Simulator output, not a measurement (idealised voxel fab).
Process module heading - voxel tone inversion
The cross-section on display is named cut; it measures 270 nm wide, and its cells are 5 nm squares.
Throughout this document, each cross-section is represented as a grid of square cells and is presented as a sequence of bands enumerated from the top downward, where a band comprises one or more rows of cells. Within each band entry, the heights of the top and of the bottom of the band appear first, in that order and in nm; the materials of the band then follow from left to right, each with its corresponding width in nm. The designation "everywhere" on a single material indicates that it fills the band from edge to edge; the designation "empty" indicates empty space. The reference from which all heights are counted is 0, the level beneath which the as-received wafer is entirely one material; the lowest band, having no lower bound, proceeds downward and is written after the example "0 and below". Width "30..40": first value at the band's top row of cells, second value at its bottom row, equal change from row to row. The designation "nothing changed", where it is given for a processing step, indicates that no cell of the cross-section was altered in the course of that step. Enclosed voids (no open way to top), threshold 8 cells or more, entry "Closed void table", notation width x height at distance, distance from left edge, nm. The remark found on a step's line after its settings is issued by the simulator itself and pertains to that step. overlay nm: for a step with a mask, the amount by which the mask lay right of where it was planned; a negative amount means left of it.

Below is the list of planned process steps
| 1 | RECEIVE, material Si |
| 2 | CONFORMAL_DEP, material SiCN, thk nm 5 |
| 3 | DIRECTIONAL_DEP, material aC, thk nm 25 |
| 4 | PATTERN, tone cover, mask id POSTS, material resist, width nm 15, pitch nm 45, thk nm 35, overlay nm 0 |
| 5 | DIRECTIONAL_ETCH, etch materials aC, depth nm 25 |
| 6 | STRIP, etch materials resist |
| 7 | FILL_DEP, material lowk, thk nm 5 |
| 8 | CMP, height nm 30 |
| 9 | STRIP, etch materials aC |
Don't read the plan's width nm for step 4 as applying to every wafer: that's the first wafer's value, and the wafers differ in it, though they all start identical.

The first of several wafers as received, shown in cross-section; this is its state after step 1
    0 and below: Si everywhere
    Closed void table: none

wafer rows; end of module; cells per material since receipt: (+) gained, (-) lost; then closed voids
width nm 15; +54 SiCN; +240 lowk; Closed void table: none
width nm 20; +54 SiCN; +230 lowk; Closed void table: none
width nm 25; +54 SiCN; +220 lowk; Closed void table: none
width nm 30; +54 SiCN; +210 lowk; Closed void table: none
